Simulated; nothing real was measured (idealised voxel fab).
process module | voxel wiring stack
cross-section cut | 220 nm wide | cells 5 nm
A cross-section is a grid of square cells, given in bands from the top down. A band is one or more rows of cells.
Each band's line starts with the height of the band's top and of its bottom, in nm. Then come its materials from left to right, each with its width in nm. One material with "throughout" fills the band from edge to edge. "air" is empty space.
Height 0 is the level under which the wafer as received is all one material. The lowest band goes on downwards, as in "0 down".
A width such as "30 to 40" changes by the same amount from each row of cells to the next, from the band's top row to its bottom row.
"no change" after a step means that no cell of the cross-section changed.
closed voids: empty space of 8 cells or more with no open way to the top, each as width x height at its distance from the left edge, in nm
after a step's settings: what the simulator itself notes on the step
overlay nm, on a step with a mask: how far to the right of its planned place the mask lay; to the left if negative
plan
1 op RECEIVE | material Si
2 op CONFORMAL_DEP | material SiO2 | thk nm 10
3 op CONFORMAL_DEP | material SiN | thk nm 5
4 op DIRECTIONAL_DEP | material lowk | thk nm 15
5 op MASKED_ETCH | tone open | mask id METAL_1 | width nm 20 | pitch nm 50 | etch materials lowk | depth nm 15 | overlay nm 0
6 op MASKED_ETCH | tone open | mask id METAL_1 | width nm 20 | pitch nm 50 | etch materials SiN | depth nm 5 | overlay nm 0
7 op CONFORMAL_DEP | material TiN | thk nm 5
8 op FILL_DEP | material Cu | thk nm 5
9 op CMP | height nm 30
10 op CONFORMAL_DEP | material SiCN | thk nm 5
11 op DIRECTIONAL_DEP | material SiO2 | thk nm 10
12 op MASKED_ETCH | tone open | mask id PLUG_1 | width nm 15 | pitch nm 50 | etch materials SiO2 | depth nm 10 | overlay nm 0
13 op MASKED_ETCH | tone open | mask id PLUG_1 | width nm 15 | pitch nm 50 | etch materials SiCN | depth nm 5 | overlay nm 0
14 op EPI | material Ru | thk nm 10
15 op EPI | material Ru | thk nm 5
16 op DIRECTIONAL_DEP | material TiN | thk nm 5
17 op DIRECTIONAL_DEP | material Ru | thk nm 20
18 op DIRECTIONAL_DEP | material aC | thk nm 15
19 op PATTERN | tone cover | mask id METAL_2 | material resist | width nm 20 | pitch nm 50 | thk nm 30 | overlay nm 0
20 op DIRECTIONAL_ETCH | etch materials aC | depth nm 15
21 op STRIP | etch materials resist
22 op DIRECTIONAL_ETCH | etch materials Ru | depth nm 20
23 op DIRECTIONAL_ETCH | etch materials TiN | depth nm 5
24 op STRIP | etch materials aC
25 op CONFORMAL_DEP | material SiN | thk nm 5
26 op FILL_DEP | material lowk | thk nm 10
27 op CMP | height nm 70
28 op CONFORMAL_DEP | material SiCN | thk nm 5
29 op DIRECTIONAL_DEP | material SiO2 | thk nm 10
30 op PATTERN | tone open | mask id PLUG_2 | material resist | width nm 15 | pitch nm 50 | thk nm 15 | overlay nm 0
31 op DIRECTIONAL_ETCH | etch materials SiO2 | depth nm 10
32 op DIRECTIONAL_ETCH | etch materials SiCN | depth nm 5
33 op STRIP | etch materials resist
34 op EPI | material Ru | thk nm 10
35 op EPI | material Ru | thk nm 5
36 op CONFORMAL_DEP | material SiN | thk nm 5
37 op DIRECTIONAL_DEP | material SiO2 | thk nm 25
38 op PATTERN | tone open | mask id METAL_3 | material resist | width nm 20 | pitch nm 50 | thk nm 15 | overlay nm 0
39 op DIRECTIONAL_ETCH | etch materials SiO2 | depth nm 25
40 op DIRECTIONAL_ETCH | etch materials SiN | depth nm 5
41 op STRIP | etch materials resist
42 op CONFORMAL_DEP | material TiN | thk nm 5
43 op FILL_DEP | material Ru | thk nm 5
44 op CMP | height nm 115
45 op CONFORMAL_DEP | material SiCN | thk nm 5
first wafer, as planned
as received, after step 1
  0 down: Si throughout
  closed voids: none
after step 2
  10 to 0: SiO2 throughout
  below 0: unchanged
after step 3
  15 to 10: SiN throughout
  below 10: unchanged
after step 4
  30 to 15: lowk throughout
  below 15: unchanged
after step 5
  30 to 15: lowk 75 | air 20 | lowk 30 | air 20 | lowk 75
  below 15: unchanged
after step 6
  30 to 15: lowk 75 | air 20 | lowk 30 | air 20 | lowk 75
  15 to 10: SiN 75 | air 20 | SiN 30 | air 20 | SiN 75
  below 10: unchanged
after step 7
  35 to 30: TiN 80 | air 10 | TiN 40 | air 10 | TiN 80
  30 to 15: lowk 75 | TiN 5 | air 10 | TiN 5 | lowk 30 | TiN 5 | air 10 | TiN 5 | lowk 75
  15 to 10: SiN 75 | TiN 20 | SiN 30 | TiN 20 | SiN 75
  below 10: unchanged
after step 8
  40 to 35: Cu throughout
  35 to 30: TiN 80 | Cu 10 | TiN 40 | Cu 10 | TiN 80
  30 to 15: lowk 75 | TiN 5 | Cu 10 | TiN 5 | lowk 30 | TiN 5 | Cu 10 | TiN 5 | lowk 75
  below 15: unchanged
after step 9
  30 to 15: lowk 75 | TiN 5 | Cu 10 | TiN 5 | lowk 30 | TiN 5 | Cu 10 | TiN 5 | lowk 75
  below 15: unchanged
after step 10
  35 to 30: SiCN throughout
  below 30: unchanged
after step 11
  45 to 35: SiO2 throughout
  below 35: unchanged
after step 12
  45 to 35: SiO2 75 | air 15 | SiO2 35 | air 15 | SiO2 80
  below 35: unchanged
after step 13
  45 to 35: SiO2 75 | air 15 | SiO2 35 | air 15 | SiO2 80
  35 to 30: SiCN 75 | air 15 | SiCN 35 | air 15 | SiCN 80
  below 30: unchanged
after step 14
  45 to 40: SiO2 75 | air 15 | SiO2 35 | air 15 | SiO2 80
  40 to 35: SiO2 75 | Ru 15 | SiO2 35 | Ru 15 | SiO2 80
  35 to 30: SiCN 75 | Ru 15 | SiCN 35 | Ru 15 | SiCN 80
  below 30: unchanged
after step 15
  45 to 35: SiO2 75 | Ru 15 | SiO2 35 | Ru 15 | SiO2 80
  below 35: unchanged
after step 16
  50 to 45: TiN throughout
  below 45: unchanged
after step 17
  70 to 50: Ru throughout
  below 50: unchanged
after step 18
  85 to 70: aC throughout
  below 70: unchanged
after step 19
  115 to 85: air 75 | resist 20 | air 30 | resist 20 | air 75
  below 85: unchanged
after step 20
  100 to 85: air 75 | resist 20 | air 30 | resist 20 | air 75
  85 to 70: air 75 | aC 20 | air 30 | aC 20 | air 75
  below 70: unchanged
after step 21
  85 to 70: air 75 | aC 20 | air 30 | aC 20 | air 75
  below 70: unchanged
after step 22
  85 to 70: air 75 | aC 20 | air 30 | aC 20 | air 75
  70 to 50: air 75 | Ru 20 | air 30 | Ru 20 | air 75
  below 50: unchanged
after step 23
  85 to 70: air 75 | aC 20 | air 30 | aC 20 | air 75
  70 to 50: air 75 | Ru 20 | air 30 | Ru 20 | air 75
  50 to 45: air 75 | TiN 20 | air 30 | TiN 20 | air 75
  below 45: unchanged
after step 24
  70 to 50: air 75 | Ru 20 | air 30 | Ru 20 | air 75
  below 50: unchanged
after step 25
  75 to 70: air 70 | SiN 30 | air 20 | SiN 30 | air 70
  70 to 50: air 70 | SiN 5 | Ru 20 | SiN 5 | air 20 | SiN 5 | Ru 20 | SiN 5 | air 70
  50 to 45: SiN 75 | TiN 20 | SiN 30 | TiN 20 | SiN 75
  below 45: unchanged
after step 26
  85 to 75: lowk throughout
  75 to 70: lowk 70 | SiN 30 | lowk 20 | SiN 30 | lowk 70
  70 to 50: lowk 70 | SiN 5 | Ru 20 | SiN 5 | lowk 20 | SiN 5 | Ru 20 | SiN 5 | lowk 70
  below 50: unchanged
after step 27
  70 to 50: lowk 70 | SiN 5 | Ru 20 | SiN 5 | lowk 20 | SiN 5 | Ru 20 | SiN 5 | lowk 70
  below 50: unchanged
after step 28
  75 to 70: SiCN throughout
  below 70: unchanged
after step 29
  85 to 75: SiO2 throughout
  below 75: unchanged
after step 30
  100 to 85: resist 75 | air 15 | resist 35 | air 15 | resist 80
  below 85: unchanged
after step 31
  100 to 85: resist 75 | air 15 | resist 35 | air 15 | resist 80
  85 to 75: SiO2 75 | air 15 | SiO2 35 | air 15 | SiO2 80
  below 75: unchanged
after step 32
  100 to 85: resist 75 | air 15 | resist 35 | air 15 | resist 80
  85 to 75: SiO2 75 | air 15 | SiO2 35 | air 15 | SiO2 80
  75 to 70: SiCN 75 | air 15 | SiCN 35 | air 15 | SiCN 80
  below 70: unchanged
after step 33
  85 to 75: SiO2 75 | air 15 | SiO2 35 | air 15 | SiO2 80
  below 75: unchanged
after step 34
  85 to 80: SiO2 75 | air 15 | SiO2 35 | air 15 | SiO2 80
  80 to 75: SiO2 75 | Ru 15 | SiO2 35 | Ru 15 | SiO2 80
  75 to 70: SiCN 75 | Ru 15 | SiCN 35 | Ru 15 | SiCN 80
  below 70: unchanged
after step 35
  85 to 75: SiO2 75 | Ru 15 | SiO2 35 | Ru 15 | SiO2 80
  below 75: unchanged
after step 36
  90 to 85: SiN throughout
  below 85: unchanged
after step 37
  115 to 90: SiO2 throughout
  below 90: unchanged
after step 38
  130 to 115: resist 75 | air 20 | resist 30 | air 20 | resist 75
  below 115: unchanged
after step 39
  130 to 115: resist 75 | air 20 | resist 30 | air 20 | resist 75
  115 to 90: SiO2 75 | air 20 | SiO2 30 | air 20 | SiO2 75
  below 90: unchanged
after step 40
  130 to 115: resist 75 | air 20 | resist 30 | air 20 | resist 75
  115 to 90: SiO2 75 | air 20 | SiO2 30 | air 20 | SiO2 75
  90 to 85: SiN 75 | air 20 | SiN 30 | air 20 | SiN 75
  below 85: unchanged
after step 41
  115 to 90: SiO2 75 | air 20 | SiO2 30 | air 20 | SiO2 75
  below 90: unchanged
after step 42
  120 to 115: TiN 80 | air 10 | TiN 40 | air 10 | TiN 80
  115 to 90: SiO2 75 | TiN 5 | air 10 | TiN 5 | SiO2 30 | TiN 5 | air 10 | TiN 5 | SiO2 75
  90 to 85: SiN 75 | TiN 20 | SiN 30 | TiN 20 | SiN 75
  below 85: unchanged
after step 43
  125 to 120: Ru throughout
  120 to 115: TiN 80 | Ru 10 | TiN 40 | Ru 10 | TiN 80
  115 to 90: SiO2 75 | TiN 5 | Ru 10 | TiN 5 | SiO2 30 | TiN 5 | Ru 10 | TiN 5 | SiO2 75
  below 90: unchanged
after step 44
  115 to 90: SiO2 75 | TiN 5 | Ru 10 | TiN 5 | SiO2 30 | TiN 5 | Ru 10 | TiN 5 | SiO2 75
  below 90: unchanged
after step 45
  120 to 115: SiCN throughout
  below 115: unchanged
second wafer: like start, like plan, one mistake. Through step 1 it matches the first wafer
when step 2 should have ended
  5 to 0: SiN throughout
  below 0: unchanged
when step 3 should have ended
  15 to 5: SiO2 throughout
  below 5: unchanged
when step 4 should have ended
  30 to 15: lowk throughout
  below 15: unchanged
when step 5 should have ended
  30 to 15: lowk 75 | air 20 | lowk 30 | air 20 | lowk 75
  below 15: unchanged
when step 6 should have ended: no change
when step 7 should have ended
  35 to 30: TiN 80 | air 10 | TiN 40 | air 10 | TiN 80
  30 to 20: lowk 75 | TiN 5 | air 10 | TiN 5 | lowk 30 | TiN 5 | air 10 | TiN 5 | lowk 75
  20 to 15: lowk 75 | TiN 20 | lowk 30 | TiN 20 | lowk 75
  below 15: unchanged
when step 8 should have ended
  40 to 35: Cu throughout
  35 to 30: TiN 80 | Cu 10 | TiN 40 | Cu 10 | TiN 80
  30 to 20: lowk 75 | TiN 5 | Cu 10 | TiN 5 | lowk 30 | TiN 5 | Cu 10 | TiN 5 | lowk 75
  below 20: unchanged
when step 9 should have ended
  30 to 20: lowk 75 | TiN 5 | Cu 10 | TiN 5 | lowk 30 | TiN 5 | Cu 10 | TiN 5 | lowk 75
  below 20: unchanged
when step 10 should have ended
  35 to 30: SiCN throughout
  below 30: unchanged
when step 11 should have ended
  45 to 35: SiO2 throughout
  below 35: unchanged
when step 12 should have ended
  45 to 35: SiO2 75 | air 15 | SiO2 35 | air 15 | SiO2 80
  below 35: unchanged
when step 13 should have ended
  45 to 35: SiO2 75 | air 15 | SiO2 35 | air 15 | SiO2 80
  35 to 30: SiCN 75 | air 15 | SiCN 35 | air 15 | SiCN 80
  below 30: unchanged
when step 14 should have ended
  45 to 40: SiO2 75 | air 15 | SiO2 35 | air 15 | SiO2 80
  40 to 35: SiO2 75 | Ru 15 | SiO2 35 | Ru 15 | SiO2 80
  35 to 30: SiCN 75 | Ru 15 | SiCN 35 | Ru 15 | SiCN 80
  below 30: unchanged
when step 15 should have ended
  45 to 35: SiO2 75 | Ru 15 | SiO2 35 | Ru 15 | SiO2 80
  below 35: unchanged
when step 16 should have ended
  50 to 45: TiN throughout
  below 45: unchanged
when step 17 should have ended
  70 to 50: Ru throughout
  below 50: unchanged
when step 18 should have ended
  85 to 70: aC throughout
  below 70: unchanged
when step 19 should have ended
  115 to 85: air 75 | resist 20 | air 30 | resist 20 | air 75
  below 85: unchanged
when step 20 should have ended
  100 to 85: air 75 | resist 20 | air 30 | resist 20 | air 75
  85 to 70: air 75 | aC 20 | air 30 | aC 20 | air 75
  below 70: unchanged
when step 21 should have ended
  85 to 70: air 75 | aC 20 | air 30 | aC 20 | air 75
  below 70: unchanged
when step 22 should have ended
  85 to 70: air 75 | aC 20 | air 30 | aC 20 | air 75
  70 to 50: air 75 | Ru 20 | air 30 | Ru 20 | air 75
  below 50: unchanged
when step 23 should have ended
  85 to 70: air 75 | aC 20 | air 30 | aC 20 | air 75
  70 to 50: air 75 | Ru 20 | air 30 | Ru 20 | air 75
  50 to 45: air 75 | TiN 20 | air 30 | TiN 20 | air 75
  below 45: unchanged
when step 24 should have ended
  70 to 50: air 75 | Ru 20 | air 30 | Ru 20 | air 75
  below 50: unchanged
when step 25 should have ended
  75 to 70: air 70 | SiN 30 | air 20 | SiN 30 | air 70
  70 to 50: air 70 | SiN 5 | Ru 20 | SiN 5 | air 20 | SiN 5 | Ru 20 | SiN 5 | air 70
  50 to 45: SiN 75 | TiN 20 | SiN 30 | TiN 20 | SiN 75
  below 45: unchanged
when step 26 should have ended
  85 to 75: lowk throughout
  75 to 70: lowk 70 | SiN 30 | lowk 20 | SiN 30 | lowk 70
  70 to 50: lowk 70 | SiN 5 | Ru 20 | SiN 5 | lowk 20 | SiN 5 | Ru 20 | SiN 5 | lowk 70
  below 50: unchanged
when step 27 should have ended
  70 to 50: lowk 70 | SiN 5 | Ru 20 | SiN 5 | lowk 20 | SiN 5 | Ru 20 | SiN 5 | lowk 70
  below 50: unchanged
when step 28 should have ended
  75 to 70: SiCN throughout
  below 70: unchanged
when step 29 should have ended
  85 to 75: SiO2 throughout
  below 75: unchanged
when step 30 should have ended
  100 to 85: resist 75 | air 15 | resist 35 | air 15 | resist 80
  below 85: unchanged
when step 31 should have ended
  100 to 85: resist 75 | air 15 | resist 35 | air 15 | resist 80
  85 to 75: SiO2 75 | air 15 | SiO2 35 | air 15 | SiO2 80
  below 75: unchanged
when step 32 should have ended
  100 to 85: resist 75 | air 15 | resist 35 | air 15 | resist 80
  85 to 75: SiO2 75 | air 15 | SiO2 35 | air 15 | SiO2 80
  75 to 70: SiCN 75 | air 15 | SiCN 35 | air 15 | SiCN 80
  below 70: unchanged
when step 33 should have ended
  85 to 75: SiO2 75 | air 15 | SiO2 35 | air 15 | SiO2 80
  below 75: unchanged
when step 34 should have ended
  85 to 80: SiO2 75 | air 15 | SiO2 35 | air 15 | SiO2 80
  80 to 75: SiO2 75 | Ru 15 | SiO2 35 | Ru 15 | SiO2 80
  75 to 70: SiCN 75 | Ru 15 | SiCN 35 | Ru 15 | SiCN 80
  below 70: unchanged
when step 35 should have ended
  85 to 75: SiO2 75 | Ru 15 | SiO2 35 | Ru 15 | SiO2 80
  below 75: unchanged
when step 36 should have ended
  90 to 85: SiN throughout
  below 85: unchanged
when step 37 should have ended
  115 to 90: SiO2 throughout
  below 90: unchanged
when step 38 should have ended
  130 to 115: resist 75 | air 20 | resist 30 | air 20 | resist 75
  below 115: unchanged
when step 39 should have ended
  130 to 115: resist 75 | air 20 | resist 30 | air 20 | resist 75
  115 to 90: SiO2 75 | air 20 | SiO2 30 | air 20 | SiO2 75
  below 90: unchanged
when step 40 should have ended
  130 to 115: resist 75 | air 20 | resist 30 | air 20 | resist 75
  115 to 90: SiO2 75 | air 20 | SiO2 30 | air 20 | SiO2 75
  90 to 85: SiN 75 | air 20 | SiN 30 | air 20 | SiN 75
  below 85: unchanged
when step 41 should have ended
  115 to 90: SiO2 75 | air 20 | SiO2 30 | air 20 | SiO2 75
  below 90: unchanged
when step 42 should have ended
  120 to 115: TiN 80 | air 10 | TiN 40 | air 10 | TiN 80
  115 to 90: SiO2 75 | TiN 5 | air 10 | TiN 5 | SiO2 30 | TiN 5 | air 10 | TiN 5 | SiO2 75
  90 to 85: SiN 75 | TiN 20 | SiN 30 | TiN 20 | SiN 75
  below 85: unchanged
when step 43 should have ended
  125 to 120: Ru throughout
  120 to 115: TiN 80 | Ru 10 | TiN 40 | Ru 10 | TiN 80
  115 to 90: SiO2 75 | TiN 5 | Ru 10 | TiN 5 | SiO2 30 | TiN 5 | Ru 10 | TiN 5 | SiO2 75
  below 90: unchanged
when step 44 should have ended
  115 to 90: SiO2 75 | TiN 5 | Ru 10 | TiN 5 | SiO2 30 | TiN 5 | Ru 10 | TiN 5 | SiO2 75
  below 90: unchanged
when step 45 should have ended
  120 to 115: SiCN throughout
  below 115: unchanged
what went wrong: steps 2 and 3 were swapped
at the end the second wafer has, in cells: 4 fewer of Cu | 8 more of SiN | 4 fewer of TiN
